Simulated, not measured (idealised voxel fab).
The following process module bears the name voxel wiring stack.
165 nm wide, 5 nm square cells: that's cross-section cut.
A cross-section is a grid of square cells, given in bands from the top down. A band is one or more rows of cells.
The entry gives the band's vertical extent as a top height and a bottom height in nm, then its horizontal make-up as materials from left to right, each with a width in nm. "blank" stands for empty space; a single material marked "edge to edge" fills the band edge to edge.
Height datum 0, below which the as-received substrate wafer is one material. Lowest band open at the bottom, running downward: "top 0, no bottom".
Width: "30->40" (first number = top row, second number = bottom row, same change from row to row of cells).
You'll sometimes find "nothing got changed" written for a step, and that's the way of saying that nowhere in the cross-section did a cell change during that step.
Heads up: "Internal closed voids" only lists the empty pockets with no open path to the top that are 8 cells or more, and it writes them as width x height at distance, distance from the left edge, in nm.
after a step's settings: what the simulator itself notes on the step
You can add "overlay nm" to a step's line. For a step with a mask, it describes how far the mask lay to the right of its planned position, and a negative number describes a lay to the left.
[The process steps that were planned are listed below]
1 RECEIVE,material Si
2 CONFORMAL_DEP,material SiO2,thk nm 15
3 CONFORMAL_DEP,material SiCN,thk nm 5
4 DIRECTIONAL_DEP,material SiO2,thk nm 20
5 PATTERN,tone open,mask id METAL_1,material resist,width nm 25,pitch nm 50,thk nm 20,overlay nm 0
6 DIRECTIONAL_ETCH,etch materials SiO2,depth nm 20
7 DIRECTIONAL_ETCH,etch materials SiCN,depth nm 5
8 STRIP,etch materials resist
9 CONFORMAL_DEP,material TiN,thk nm 5
10 FILL_DEP,material Cu,thk nm 10
11 CMP,height nm 40
12 EPI,material Ru,thk nm 5
13 FILL_DEP,material SiCN,thk nm 5
14 DIRECTIONAL_DEP,material SiO2,thk nm 15
15 DIRECTIONAL_DEP,material aC,thk nm 10
16 PATTERN,tone open,mask id PLUG_1,material resist,width nm 15,thk nm 25,overlay nm 0
17 DIRECTIONAL_ETCH,etch materials aC,depth nm 10
18 STRIP,etch materials resist
19 DIRECTIONAL_ETCH,etch materials SiO2,depth nm 15
20 DIRECTIONAL_ETCH,etch materials SiCN,depth nm 5
21 STRIP,etch materials aC
22 CONFORMAL_DEP,material TiN,thk nm 5
23 FILL_DEP,material Cu,thk nm 5
24 CMP,height nm 65
25 DIRECTIONAL_DEP,material TiN,thk nm 5
26 DIRECTIONAL_DEP,material W,thk nm 15
27 MASKED_ETCH,tone cover,mask id METAL_2,width nm 25,pitch nm 50,etch materials W,depth nm 15,overlay nm 0
28 MASKED_ETCH,tone cover,mask id METAL_2,width nm 25,pitch nm 50,etch materials TiN,depth nm 5,overlay nm 0
29 FILL_DEP,material lowk,thk nm 10
30 CMP,height nm 85
31 CONFORMAL_DEP,material SiCN,thk nm 5
32 DIRECTIONAL_DEP,material lowk,thk nm 25
33 DIRECTIONAL_DEP,material aC,thk nm 10
34 PATTERN,tone open,mask id METAL_3_HOLES,material resist,width nm 15,thk nm 30,overlay nm 0
35 DIRECTIONAL_ETCH,etch materials aC,depth nm 10
36 STRIP,etch materials resist
37 DIRECTIONAL_ETCH,etch materials lowk,depth nm 25
38 STRIP,etch materials aC
39 MASKED_ETCH,tone open,mask id METAL_3,width nm 25,pitch nm 50,etch materials lowk,depth nm 15,overlay nm 0
40 MASKED_ETCH,tone open,mask id METAL_3,width nm 25,pitch nm 50,etch materials SiCN,depth nm 5,overlay nm 0
41 CONFORMAL_DEP,material TiN,thk nm 5
42 FILL_DEP,material Ru,thk nm 5
43 CMP,height nm 115
44 CONFORMAL_DEP,material SiCN,thk nm 5
45 DIRECTIONAL_DEP,material SiO2,thk nm 30
46 DIRECTIONAL_DEP,material aC,thk nm 15
47 PATTERN,tone open,mask id METAL_4_HOLES,material resist,width nm 15,pitch nm 50,thk nm 30,overlay nm 0
48 DIRECTIONAL_ETCH,etch materials aC,depth nm 15
49 STRIP,etch materials resist
50 DIRECTIONAL_ETCH,etch materials SiO2,depth nm 30
51 STRIP,etch materials aC
52 DIRECTIONAL_DEP,material aC,thk nm 15
53 PATTERN,tone open,mask id METAL_4,material resist,width nm 25,pitch nm 50,thk nm 30,overlay nm 0
54 DIRECTIONAL_ETCH,etch materials aC,depth nm 15
55 STRIP,etch materials resist
56 DIRECTIONAL_ETCH,etch materials SiO2,depth nm 15
57 DIRECTIONAL_ETCH,etch materials SiCN,depth nm 5
58 STRIP,etch materials aC
59 CONFORMAL_DEP,material TiN,thk nm 5
60 FILL_DEP,material Cu,thk nm 5
61 CMP,height nm 150
62 CONFORMAL_DEP,material SiN,thk nm 5
[Concerning the first of two wafers, which was run in accordance with the plan]
[Wafer as received: cross-section following step 1]
  top 0, no bottom  Si edge to edge
  Internal closed voids: none
[Cross-section of the wafer after step 2]
  top 15, bottom 0  SiO2 edge to edge
  Lower than 0, everything is as it was.
[Cross-section of the wafer after step 3]
  top 20, bottom 15  SiCN edge to edge
  Lower than 15, everything is as it was.
[Cross-section of the wafer after step 4]
  top 40, bottom 20  SiO2 edge to edge
  Lower than 20, everything is as it was.
[Cross-section of the wafer after step 5]
  top 60, bottom 40  resist (45) | blank (25) | resist (25) | blank (25) | resist (45)
  Lower than 40, everything is as it was.
[Cross-section of the wafer after step 6]
  top 60, bottom 40  resist (45) | blank (25) | resist (25) | blank (25) | resist (45)
  top 40, bottom 20  SiO2 (45) | blank (25) | SiO2 (25) | blank (25) | SiO2 (45)
  Lower than 20, everything is as it was.
[Cross-section of the wafer after step 7]
  top 60, bottom 40  resist (45) | blank (25) | resist (25) | blank (25) | resist (45)
  top 40, bottom 20  SiO2 (45) | blank (25) | SiO2 (25) | blank (25) | SiO2 (45)
  top 20, bottom 15  SiCN (45) | blank (25) | SiCN (25) | blank (25) | SiCN (45)
  Lower than 15, everything is as it was.
[Cross-section of the wafer after step 8]
  top 40, bottom 20  SiO2 (45) | blank (25) | SiO2 (25) | blank (25) | SiO2 (45)
  Lower than 20, everything is as it was.
[Cross-section of the wafer after step 9]
  top 45, bottom 40  TiN (50) | blank (15) | TiN (35) | blank (15) | TiN (50)
  top 40, bottom 20  SiO2 (45) | TiN (5) | blank (15) | TiN (5) | SiO2 (25) | TiN (5) | blank (15) | TiN (5) | SiO2 (45)
  top 20, bottom 15  SiCN (45) | TiN (25) | SiCN (25) | TiN (25) | SiCN (45)
  Lower than 15, everything is as it was.
[Cross-section of the wafer after step 10]
  top 55, bottom 45  Cu edge to edge
  top 45, bottom 40  TiN (50) | Cu (15) | TiN (35) | Cu (15) | TiN (50)
  top 40, bottom 20  SiO2 (45) | TiN (5) | Cu (15) | TiN (5) | SiO2 (25) | TiN (5) | Cu (15) | TiN (5) | SiO2 (45)
  Lower than 20, everything is as it was.
[Cross-section of the wafer after step 11]
  top 40, bottom 20  SiO2 (45) | TiN (5) | Cu (15) | TiN (5) | SiO2 (25) | TiN (5) | Cu (15) | TiN (5) | SiO2 (45)
  Lower than 20, everything is as it was.
[Cross-section of the wafer after step 12]
  top 45, bottom 40  blank (40) | Ru (35) | blank (15) | Ru (35) | blank (40)
  Lower than 40, everything is as it was.
[Cross-section of the wafer after step 13]
  top 50, bottom 45  SiCN edge to edge
  top 45, bottom 40  SiCN (40) | Ru (35) | SiCN (15) | Ru (35) | SiCN (40)
  Lower than 40, everything is as it was.
[Cross-section of the wafer after step 14]
  top 65, bottom 50  SiO2 edge to edge
  Lower than 50, everything is as it was.
[Cross-section of the wafer after step 15]
  top 75, bottom 65  aC edge to edge
  Lower than 65, everything is as it was.
[Cross-section of the wafer after step 16]
  top 100, bottom 75  resist (45) | blank (15) | resist (105)
  Lower than 75, everything is as it was.
[Cross-section of the wafer after step 17]
  top 90, bottom 75  resist (45) | blank (15) | resist (105)
  top 75, bottom 65  aC (45) | blank (15) | aC (105)
  Lower than 65, everything is as it was.
[Cross-section of the wafer after step 18]
  top 75, bottom 65  aC (45) | blank (15) | aC (105)
  Lower than 65, everything is as it was.
[Cross-section of the wafer after step 19]
  top 75, bottom 65  aC (45) | blank (15) | aC (105)
  top 65, bottom 50  SiO2 (45) | blank (15) | SiO2 (105)
  Lower than 50, everything is as it was.
[Cross-section of the wafer after step 20]
  top 75, bottom 65  aC (45) | blank (15) | aC (105)
  top 65, bottom 50  SiO2 (45) | blank (15) | SiO2 (105)
  top 50, bottom 45  SiCN (45) | blank (15) | SiCN (105)
  Lower than 45, everything is as it was.
[Cross-section of the wafer after step 21]
  top 65, bottom 50  SiO2 (45) | blank (15) | SiO2 (105)
  Lower than 50, everything is as it was.
[Cross-section of the wafer after step 22]
  top 70, bottom 65  TiN (50) | blank (5) | TiN (110)
  top 65, bottom 50  SiO2 (45) | TiN (5) | blank (5) | TiN (5) | SiO2 (105)
  top 50, bottom 45  SiCN (45) | TiN (15) | SiCN (105)
  Lower than 45, everything is as it was.
[Cross-section of the wafer after step 23]
  top 75, bottom 70  Cu edge to edge
  top 70, bottom 65  TiN (50) | Cu (5) | TiN (110)
  top 65, bottom 50  SiO2 (45) | TiN (5) | Cu (5) | TiN (5) | SiO2 (105)
  Lower than 50, everything is as it was.
[Cross-section of the wafer after step 24]
  top 65, bottom 50  SiO2 (45) | TiN (5) | Cu (5) | TiN (5) | SiO2 (105)
  Lower than 50, everything is as it was.
[Cross-section of the wafer after step 25]
  top 70, bottom 65  TiN edge to edge
  Lower than 65, everything is as it was.
[Cross-section of the wafer after step 26]
  top 85, bottom 70  W edge to edge
  Lower than 70, everything is as it was.
[Cross-section of the wafer after step 27]
  top 85, bottom 70  blank (45) | W (25) | blank (25) | W (25) | blank (45)
  Lower than 70, everything is as it was.
[Cross-section of the wafer after step 28]
  top 85, bottom 70  blank (45) | W (25) | blank (25) | W (25) | blank (45)
  top 70, bottom 65  blank (45) | TiN (25) | blank (25) | TiN (25) | blank (45)
  Lower than 65, everything is as it was.
[Cross-section of the wafer after step 29]
  top 95, bottom 85  lowk edge to edge
  top 85, bottom 70  lowk (45) | W (25) | lowk (25) | W (25) | lowk (45)
  top 70, bottom 65  lowk (45) | TiN (25) | lowk (25) | TiN (25) | lowk (45)
  Lower than 65, everything is as it was.
[Cross-section of the wafer after step 30]
  top 85, bottom 70  lowk (45) | W (25) | lowk (25) | W (25) | lowk (45)
  Lower than 70, everything is as it was.
[Cross-section of the wafer after step 31]
  top 90, bottom 85  SiCN edge to edge
  Lower than 85, everything is as it was.
[Cross-section of the wafer after step 32]
  top 115, bottom 90  lowk edge to edge
  Lower than 90, everything is as it was.
[Cross-section of the wafer after step 33]
  top 125, bottom 115  aC edge to edge
  Lower than 115, everything is as it was.
[Cross-section of the wafer after step 34]
  top 155, bottom 125  resist (45) | blank (15) | resist (105)
  Lower than 125, everything is as it was.
[Cross-section of the wafer after step 35]
  top 145, bottom 125  resist (45) | blank (15) | resist (105)
  top 125, bottom 115  aC (45) | blank (15) | aC (105)
  Lower than 115, everything is as it was.
[Cross-section of the wafer after step 36]
  top 125, bottom 115  aC (45) | blank (15) | aC (105)
  Lower than 115, everything is as it was.
[Cross-section of the wafer after step 37]
  top 125, bottom 115  aC (45) | blank (15) | aC (105)
  top 115, bottom 90  lowk (45) | blank (15) | lowk (105)
  Lower than 90, everything is as it was.
[Cross-section of the wafer after step 38]
  top 115, bottom 90  lowk (45) | blank (15) | lowk (105)
  Lower than 90, everything is as it was.
[Cross-section of the wafer after step 39]
  top 115, bottom 100  lowk (45) | blank (25) | lowk (25) | blank (25) | lowk (45)
  Lower than 100, everything is as it was.
[Cross-section of the wafer after step 40]
  top 115, bottom 100  lowk (45) | blank (25) | lowk (25) | blank (25) | lowk (45)
  top 100, bottom 90  lowk (45) | blank (15) | lowk (105)
  top 90, bottom 85  SiCN (45) | blank (15) | SiCN (105)
  Lower than 85, everything is as it was.
[Cross-section of the wafer after step 41]
  top 120, bottom 115  TiN (50) | blank (15) | TiN (35) | blank (15) | TiN (50)
  top 115, bottom 105  lowk (45) | TiN (5) | blank (15) | TiN (5) | lowk (25) | TiN (5) | blank (15) | TiN (5) | lowk (45)
  top 105, bottom 100  lowk (45) | TiN (5) | blank (5) | TiN (15) | lowk (25) | TiN (25) | lowk (45)
  top 100, bottom 90  lowk (45) | TiN (5) | blank (5) | TiN (5) | lowk (105)
  top 90, bottom 85  SiCN (45) | TiN (15) | SiCN (105)
  Lower than 85, everything is as it was.
[Cross-section of the wafer after step 42]
  top 125, bottom 120  Ru edge to edge
  top 120, bottom 115  TiN (50) | Ru (15) | TiN (35) | Ru (15) | TiN (50)
  top 115, bottom 105  lowk (45) | TiN (5) | Ru (15) | TiN (5) | lowk (25) | TiN (5) | Ru (15) | TiN (5) | lowk (45)
  top 105, bottom 100  lowk (45) | TiN (5) | Ru (5) | TiN (15) | lowk (25) | TiN (25) | lowk (45)
  top 100, bottom 90  lowk (45) | TiN (5) | Ru (5) | TiN (5) | lowk (105)
  Lower than 90, everything is as it was.
[Cross-section of the wafer after step 43]
  top 115, bottom 105  lowk (45) | TiN (5) | Ru (15) | TiN (5) | lowk (25) | TiN (5) | Ru (15) | TiN (5) | lowk (45)
  Lower than 105, everything is as it was.
[Cross-section of the wafer after step 44]
  top 120, bottom 115  SiCN edge to edge
  Lower than 115, everything is as it was.
[Cross-section of the wafer after step 45]
  top 150, bottom 120  SiO2 edge to edge
  Lower than 120, everything is as it was.
[Cross-section of the wafer after step 46]
  top 165, bottom 150  aC edge to edge
  Lower than 150, everything is as it was.
[Cross-section of the wafer after step 47]
  top 195, bottom 165  resist (45) | blank (15) | resist (35) | blank (15) | resist (55)
  Lower than 165, everything is as it was.
[Cross-section of the wafer after step 48]
  top 180, bottom 165  resist (45) | blank (15) | resist (35) | blank (15) | resist (55)
  top 165, bottom 150  aC (45) | blank (15) | aC (35) | blank (15) | aC (55)
  Lower than 150, everything is as it was.
[Cross-section of the wafer after step 49]
  top 165, bottom 150  aC (45) | blank (15) | aC (35) | blank (15) | aC (55)
  Lower than 150, everything is as it was.
[Cross-section of the wafer after step 50]
  top 165, bottom 150  aC (45) | blank (15) | aC (35) | blank (15) | aC (55)
  top 150, bottom 120  SiO2 (45) | blank (15) | SiO2 (35) | blank (15) | SiO2 (55)
  Lower than 120, everything is as it was.
[Cross-section of the wafer after step 51]
  top 150, bottom 120  SiO2 (45) | blank (15) | SiO2 (35) | blank (15) | SiO2 (55)
  Lower than 120, everything is as it was.
[Cross-section of the wafer after step 52]
  top 165, bottom 150  aC (45) | blank (15) | aC (35) | blank (15) | aC (55)
  top 150, bottom 135  SiO2 (45) | blank (15) | SiO2 (35) | blank (15) | SiO2 (55)
  top 135, bottom 120  SiO2 (45) | aC (15) | SiO2 (35) | aC (15) | SiO2 (55)
  Lower than 120, everything is as it was.
[Cross-section of the wafer after step 53]
  top 195, bottom 165  resist (45) | blank (25) | resist (25) | blank (25) | resist (45)
  Lower than 165, everything is as it was.
[Cross-section of the wafer after step 54]
  top 180, bottom 165  resist (45) | blank (25) | resist (25) | blank (25) | resist (45)
  top 165, bottom 150  aC (45) | blank (25) | aC (25) | blank (25) | aC (45)
  top 150, bottom 120  SiO2 (45) | blank (15) | SiO2 (35) | blank (15) | SiO2 (55)
  Lower than 120, everything is as it was.
[Cross-section of the wafer after step 55]
  top 165, bottom 150  aC (45) | blank (25) | aC (25) | blank (25) | aC (45)
  Lower than 150, everything is as it was.
[Cross-section of the wafer after step 56]
  top 165, bottom 150  aC (45) | blank (25) | aC (25) | blank (25) | aC (45)
  top 150, bottom 135  SiO2 (45) | blank (25) | SiO2 (25) | blank (25) | SiO2 (45)
  Lower than 135, everything is as it was.
[Cross-section of the wafer after step 57]
  top 165, bottom 150  aC (45) | blank (25) | aC (25) | blank (25) | aC (45)
  top 150, bottom 135  SiO2 (45) | blank (25) | SiO2 (25) | blank (25) | SiO2 (45)
  top 135, bottom 120  SiO2 (45) | blank (15) | SiO2 (35) | blank (15) | SiO2 (55)
  top 120, bottom 115  SiCN (45) | blank (15) | SiCN (35) | blank (15) | SiCN (55)
  Lower than 115, everything is as it was.
[Cross-section of the wafer after step 58]
  top 150, bottom 135  SiO2 (45) | blank (25) | SiO2 (25) | blank (25) | SiO2 (45)
  Lower than 135, everything is as it was.
[Cross-section of the wafer after step 59]
  top 155, bottom 150  TiN (50) | blank (15) | TiN (35) | blank (15) | TiN (50)
  top 150, bottom 140  SiO2 (45) | TiN (5) | blank (15) | TiN (5) | SiO2 (25) | TiN (5) | blank (15) | TiN (5) | SiO2 (45)
  top 140, bottom 135  SiO2 (45) | TiN (5) | blank (5) | TiN (15) | SiO2 (25) | TiN (5) | blank (5) | TiN (15) | SiO2 (45)
  top 135, bottom 120  SiO2 (45) | TiN (5) | blank (5) | TiN (5) | SiO2 (35) | TiN (5) | blank (5) | TiN (5) | SiO2 (55)
  top 120, bottom 115  SiCN (45) | TiN (15) | SiCN (35) | TiN (15) | SiCN (55)
  Lower than 115, everything is as it was.
[Cross-section of the wafer after step 60]
  top 160, bottom 155  Cu edge to edge
  top 155, bottom 150  TiN (50) | Cu (15) | TiN (35) | Cu (15) | TiN (50)
  top 150, bottom 140  SiO2 (45) | TiN (5) | Cu (15) | TiN (5) | SiO2 (25) | TiN (5) | Cu (15) | TiN (5) | SiO2 (45)
  top 140, bottom 135  SiO2 (45) | TiN (5) | Cu (5) | TiN (15) | SiO2 (25) | TiN (5) | Cu (5) | TiN (15) | SiO2 (45)
  top 135, bottom 120  SiO2 (45) | TiN (5) | Cu (5) | TiN (5) | SiO2 (35) | TiN (5) | Cu (5) | TiN (5) | SiO2 (55)
  Lower than 120, everything is as it was.
[Cross-section of the wafer after step 61]
  top 150, bottom 140  SiO2 (45) | TiN (5) | Cu (15) | TiN (5) | SiO2 (25) | TiN (5) | Cu (15) | TiN (5) | SiO2 (45)
  Lower than 140, everything is as it was.
[Cross-section of the wafer after step 62]
  top 155, bottom 150  SiN edge to edge
  Lower than 150, everything is as it was.
[Here the second wafer is described. Its start and its plan were those of the first wafer. Its run contained one mistake. Up to and including step 12, it did exactly what the first wafer did]
Second wafer, sectioned view, at step 13's planned end time: nothing got changed
[Second wafer, sectioned view, at step 14's planned end time]
  top 60, bottom 55  blank (40) | SiO2 (35) | blank (15) | SiO2 (35) | blank (40)
  top 55, bottom 45  SiO2 edge to edge
  top 45, bottom 40  SiO2 (40) | Ru (35) | SiO2 (15) | Ru (35) | SiO2 (40)
  Lower than 40, everything is as it was.
[Second wafer, sectioned view, at step 15's planned end time]
  top 70, bottom 65  blank (40) | aC (35) | blank (15) | aC (35) | blank (40)
  top 65, bottom 60  aC edge to edge
  top 60, bottom 55  aC (40) | SiO2 (35) | aC (15) | SiO2 (35) | aC (40)
  Lower than 55, everything is as it was.
[Second wafer, sectioned view, at step 16's planned end time]
  top 95, bottom 70  resist (45) | blank (15) | resist (105)
  top 70, bottom 65  resist (40) | aC (35) | resist (15) | aC (35) | resist (40)
  Lower than 65, everything is as it was.
[Second wafer, sectioned view, at step 17's planned end time]
  top 85, bottom 70  resist (45) | blank (15) | resist (105)
  top 70, bottom 65  resist (40) | aC (5) | blank (15) | aC (15) | resist (15) | aC (35) | resist (40)
  top 65, bottom 60  aC (45) | blank (15) | aC (105)
  Lower than 60, everything is as it was.
[Second wafer, sectioned view, at step 18's planned end time]
  top 70, bottom 65  blank (40) | aC (5) | blank (15) | aC (15) | blank (15) | aC (35) | blank (40)
  Lower than 65, everything is as it was.
[Second wafer, sectioned view, at step 19's planned end time]
  top 70, bottom 65  blank (40) | aC (5) | blank (15) | aC (15) | blank (15) | aC (35) | blank (40)
  top 65, bottom 60  aC (45) | blank (15) | aC (105)
  top 60, bottom 55  aC (40) | SiO2 (5) | blank (15) | SiO2 (15) | aC (15) | SiO2 (35) | aC (40)
  top 55, bottom 45  SiO2 (45) | blank (15) | SiO2 (105)
  Lower than 45, everything is as it was.
Second wafer, sectioned view, at step 20's planned end time: nothing got changed
[Second wafer, sectioned view, at step 21's planned end time]
  top 60, bottom 55  blank (40) | SiO2 (5) | blank (15) | SiO2 (15) | blank (15) | SiO2 (35) | blank (40)
  Lower than 55, everything is as it was.
[Second wafer, sectioned view, at step 22's planned end time]
  top 65, bottom 60  blank (35) | TiN (15) | blank (5) | TiN (25) | blank (5) | TiN (45) | blank (35)
  top 60, bottom 55  TiN (40) | SiO2 (5) | TiN (5) | blank (5) | TiN (5) | SiO2 (15) | TiN (15) | SiO2 (35) | TiN (40)
  top 55, bottom 50  SiO2 (45) | TiN (5) | blank (5) | TiN (5) | SiO2 (105)
  top 50, bottom 45  SiO2 (45) | TiN (15) | SiO2 (105)
  Lower than 45, everything is as it was.
[Second wafer, sectioned view, at step 23's planned end time]
  top 70, bottom 65  Cu edge to edge
  top 65, bottom 60  Cu (35) | TiN (15) | Cu (5) | TiN (25) | Cu (5) | TiN (45) | Cu (35)
  top 60, bottom 55  TiN (40) | SiO2 (5) | TiN (5) | Cu (5) | TiN (5) | SiO2 (15) | TiN (15) | SiO2 (35) | TiN (40)
  top 55, bottom 50  SiO2 (45) | TiN (5) | Cu (5) | TiN (5) | SiO2 (105)
  Lower than 50, everything is as it was.
[Second wafer, sectioned view, at step 24's planned end time]
  top 65, bottom 60  Cu (35) | TiN (15) | Cu (5) | TiN (25) | Cu (5) | TiN (45) | Cu (35)
  Lower than 60, everything is as it was.
[Second wafer, sectioned view, at step 25's planned end time]
  top 70, bottom 65  TiN edge to edge
  Lower than 65, everything is as it was.
[Second wafer, sectioned view, at step 26's planned end time]
  top 85, bottom 70  W edge to edge
  Lower than 70, everything is as it was.
[Second wafer, sectioned view, at step 27's planned end time]
  top 85, bottom 70  blank (45) | W (25) | blank (25) | W (25) | blank (45)
  Lower than 70, everything is as it was.
[Second wafer, sectioned view, at step 28's planned end time]
  top 85, bottom 70  blank (45) | W (25) | blank (25) | W (25) | blank (45)
  top 70, bottom 65  blank (45) | TiN (25) | blank (25) | TiN (25) | blank (45)
  Lower than 65, everything is as it was.
[Second wafer, sectioned view, at step 29's planned end time]
  top 95, bottom 85  lowk edge to edge
  top 85, bottom 70  lowk (45) | W (25) | lowk (25) | W (25) | lowk (45)
  top 70, bottom 65  lowk (45) | TiN (25) | lowk (25) | TiN (25) | lowk (45)
  Lower than 65, everything is as it was.
[Second wafer, sectioned view, at step 30's planned end time]
  top 85, bottom 70  lowk (45) | W (25) | lowk (25) | W (25) | lowk (45)
  Lower than 70, everything is as it was.
[Second wafer, sectioned view, at step 31's planned end time]
  top 90, bottom 85  SiCN edge to edge
  Lower than 85, everything is as it was.
[Second wafer, sectioned view, at step 32's planned end time]
  top 115, bottom 90  lowk edge to edge
  Lower than 90, everything is as it was.
[Second wafer, sectioned view, at step 33's planned end time]
  top 125, bottom 115  aC edge to edge
  Lower than 115, everything is as it was.
[Second wafer, sectioned view, at step 34's planned end time]
  top 155, bottom 125  resist (45) | blank (15) | resist (105)
  Lower than 125, everything is as it was.
[Second wafer, sectioned view, at step 35's planned end time]
  top 145, bottom 125  resist (45) | blank (15) | resist (105)
  top 125, bottom 115  aC (45) | blank (15) | aC (105)
  Lower than 115, everything is as it was.
[Second wafer, sectioned view, at step 36's planned end time]
  top 125, bottom 115  aC (45) | blank (15) | aC (105)
  Lower than 115, everything is as it was.
[Second wafer, sectioned view, at step 37's planned end time]
  top 125, bottom 115  aC (45) | blank (15) | aC (105)
  top 115, bottom 90  lowk (45) | blank (15) | lowk (105)
  Lower than 90, everything is as it was.
[Second wafer, sectioned view, at step 38's planned end time]
  top 115, bottom 90  lowk (45) | blank (15) | lowk (105)
  Lower than 90, everything is as it was.
[Second wafer, sectioned view, at step 39's planned end time]
  top 115, bottom 100  lowk (45) | blank (25) | lowk (25) | blank (25) | lowk (45)
  Lower than 100, everything is as it was.
[Second wafer, sectioned view, at step 40's planned end time]
  top 115, bottom 100  lowk (45) | blank (25) | lowk (25) | blank (25) | lowk (45)
  top 100, bottom 90  lowk (45) | blank (15) | lowk (105)
  top 90, bottom 85  SiCN (45) | blank (15) | SiCN (105)
  Lower than 85, everything is as it was.
[Second wafer, sectioned view, at step 41's planned end time]
  top 120, bottom 115  TiN (50) | blank (15) | TiN (35) | blank (15) | TiN (50)
  top 115, bottom 105  lowk (45) | TiN (5) | blank (15) | TiN (5) | lowk (25) | TiN (5) | blank (15) | TiN (5) | lowk (45)
  top 105, bottom 100  lowk (45) | TiN (5) | blank (5) | TiN (15) | lowk (25) | TiN (25) | lowk (45)
  top 100, bottom 90  lowk (45) | TiN (5) | blank (5) | TiN (5) | lowk (105)
  top 90, bottom 85  SiCN (45) | TiN (15) | SiCN (105)
  Lower than 85, everything is as it was.
[Second wafer, sectioned view, at step 42's planned end time]
  top 125, bottom 120  Ru edge to edge
  top 120, bottom 115  TiN (50) | Ru (15) | TiN (35) | Ru (15) | TiN (50)
  top 115, bottom 105  lowk (45) | TiN (5) | Ru (15) | TiN (5) | lowk (25) | TiN (5) | Ru (15) | TiN (5) | lowk (45)
  top 105, bottom 100  lowk (45) | TiN (5) | Ru (5) | TiN (15) | lowk (25) | TiN (25) | lowk (45)
  top 100, bottom 90  lowk (45) | TiN (5) | Ru (5) | TiN (5) | lowk (105)
  Lower than 90, everything is as it was.
[Second wafer, sectioned view, at step 43's planned end time]
  top 115, bottom 105  lowk (45) | TiN (5) | Ru (15) | TiN (5) | lowk (25) | TiN (5) | Ru (15) | TiN (5) | lowk (45)
  Lower than 105, everything is as it was.
[Second wafer, sectioned view, at step 44's planned end time]
  top 120, bottom 115  SiCN edge to edge
  Lower than 115, everything is as it was.
[Second wafer, sectioned view, at step 45's planned end time]
  top 150, bottom 120  SiO2 edge to edge
  Lower than 120, everything is as it was.
[Second wafer, sectioned view, at step 46's planned end time]
  top 165, bottom 150  aC edge to edge
  Lower than 150, everything is as it was.
[Second wafer, sectioned view, at step 47's planned end time]
  top 195, bottom 165  resist (45) | blank (15) | resist (35) | blank (15) | resist (55)
  Lower than 165, everything is as it was.
[Second wafer, sectioned view, at step 48's planned end time]
  top 180, bottom 165  resist (45) | blank (15) | resist (35) | blank (15) | resist (55)
  top 165, bottom 150  aC (45) | blank (15) | aC (35) | blank (15) | aC (55)
  Lower than 150, everything is as it was.
[Second wafer, sectioned view, at step 49's planned end time]
  top 165, bottom 150  aC (45) | blank (15) | aC (35) | blank (15) | aC (55)
  Lower than 150, everything is as it was.
[Second wafer, sectioned view, at step 50's planned end time]
  top 165, bottom 150  aC (45) | blank (15) | aC (35) | blank (15) | aC (55)
  top 150, bottom 120  SiO2 (45) | blank (15) | SiO2 (35) | blank (15) | SiO2 (55)
  Lower than 120, everything is as it was.
[Second wafer, sectioned view, at step 51's planned end time]
  top 150, bottom 120  SiO2 (45) | blank (15) | SiO2 (35) | blank (15) | SiO2 (55)
  Lower than 120, everything is as it was.
[Second wafer, sectioned view, at step 52's planned end time]
  top 165, bottom 150  aC (45) | blank (15) | aC (35) | blank (15) | aC (55)
  top 150, bottom 135  SiO2 (45) | blank (15) | SiO2 (35) | blank (15) | SiO2 (55)
  top 135, bottom 120  SiO2 (45) | aC (15) | SiO2 (35) | aC (15) | SiO2 (55)
  Lower than 120, everything is as it was.
[Second wafer, sectioned view, at step 53's planned end time]
  top 195, bottom 165  resist (45) | blank (25) | resist (25) | blank (25) | resist (45)
  Lower than 165, everything is as it was.
[Second wafer, sectioned view, at step 54's planned end time]
  top 180, bottom 165  resist (45) | blank (25) | resist (25) | blank (25) | resist (45)
  top 165, bottom 150  aC (45) | blank (25) | aC (25) | blank (25) | aC (45)
  top 150, bottom 120  SiO2 (45) | blank (15) | SiO2 (35) | blank (15) | SiO2 (55)
  Lower than 120, everything is as it was.
[Second wafer, sectioned view, at step 55's planned end time]
  top 165, bottom 150  aC (45) | blank (25) | aC (25) | blank (25) | aC (45)
  Lower than 150, everything is as it was.
[Second wafer, sectioned view, at step 56's planned end time]
  top 165, bottom 150  aC (45) | blank (25) | aC (25) | blank (25) | aC (45)
  top 150, bottom 135  SiO2 (45) | blank (25) | SiO2 (25) | blank (25) | SiO2 (45)
  Lower than 135, everything is as it was.
[Second wafer, sectioned view, at step 57's planned end time]
  top 165, bottom 150  aC (45) | blank (25) | aC (25) | blank (25) | aC (45)
  top 150, bottom 135  SiO2 (45) | blank (25) | SiO2 (25) | blank (25) | SiO2 (45)
  top 135, bottom 120  SiO2 (45) | blank (15) | SiO2 (35) | blank (15) | SiO2 (55)
  top 120, bottom 115  SiCN (45) | blank (15) | SiCN (35) | blank (15) | SiCN (55)
  Lower than 115, everything is as it was.
[Second wafer, sectioned view, at step 58's planned end time]
  top 150, bottom 135  SiO2 (45) | blank (25) | SiO2 (25) | blank (25) | SiO2 (45)
  Lower than 135, everything is as it was.
[Second wafer, sectioned view, at step 59's planned end time]
  top 155, bottom 150  TiN (50) | blank (15) | TiN (35) | blank (15) | TiN (50)
  top 150, bottom 140  SiO2 (45) | TiN (5) | blank (15) | TiN (5) | SiO2 (25) | TiN (5) | blank (15) | TiN (5) | SiO2 (45)
  top 140, bottom 135  SiO2 (45) | TiN (5) | blank (5) | TiN (15) | SiO2 (25) | TiN (5) | blank (5) | TiN (15) | SiO2 (45)
  top 135, bottom 120  SiO2 (45) | TiN (5) | blank (5) | TiN (5) | SiO2 (35) | TiN (5) | blank (5) | TiN (5) | SiO2 (55)
  top 120, bottom 115  SiCN (45) | TiN (15) | SiCN (35) | TiN (15) | SiCN (55)
  Lower than 115, everything is as it was.
[Second wafer, sectioned view, at step 60's planned end time]
  top 160, bottom 155  Cu edge to edge
  top 155, bottom 150  TiN (50) | Cu (15) | TiN (35) | Cu (15) | TiN (50)
  top 150, bottom 140  SiO2 (45) | TiN (5) | Cu (15) | TiN (5) | SiO2 (25) | TiN (5) | Cu (15) | TiN (5) | SiO2 (45)
  top 140, bottom 135  SiO2 (45) | TiN (5) | Cu (5) | TiN (15) | SiO2 (25) | TiN (5) | Cu (5) | TiN (15) | SiO2 (45)
  top 135, bottom 120  SiO2 (45) | TiN (5) | Cu (5) | TiN (5) | SiO2 (35) | TiN (5) | Cu (5) | TiN (5) | SiO2 (55)
  Lower than 120, everything is as it was.
[Second wafer, sectioned view, at step 61's planned end time]
  top 150, bottom 140  SiO2 (45) | TiN (5) | Cu (15) | TiN (5) | SiO2 (25) | TiN (5) | Cu (15) | TiN (5) | SiO2 (45)
  Lower than 140, everything is as it was.
[Second wafer, sectioned view, at step 62's planned end time]
  top 155, bottom 150  SiN edge to edge
  Lower than 150, everything is as it was.
Plan not followed: yeah, step 13 of the plan got skipped, never ran
Upon completion, the second wafer contains, in terms of cells, a greater or smaller amount of certain materials than the first wafer: +15 Cu, -49 SiCN, +34 TiN
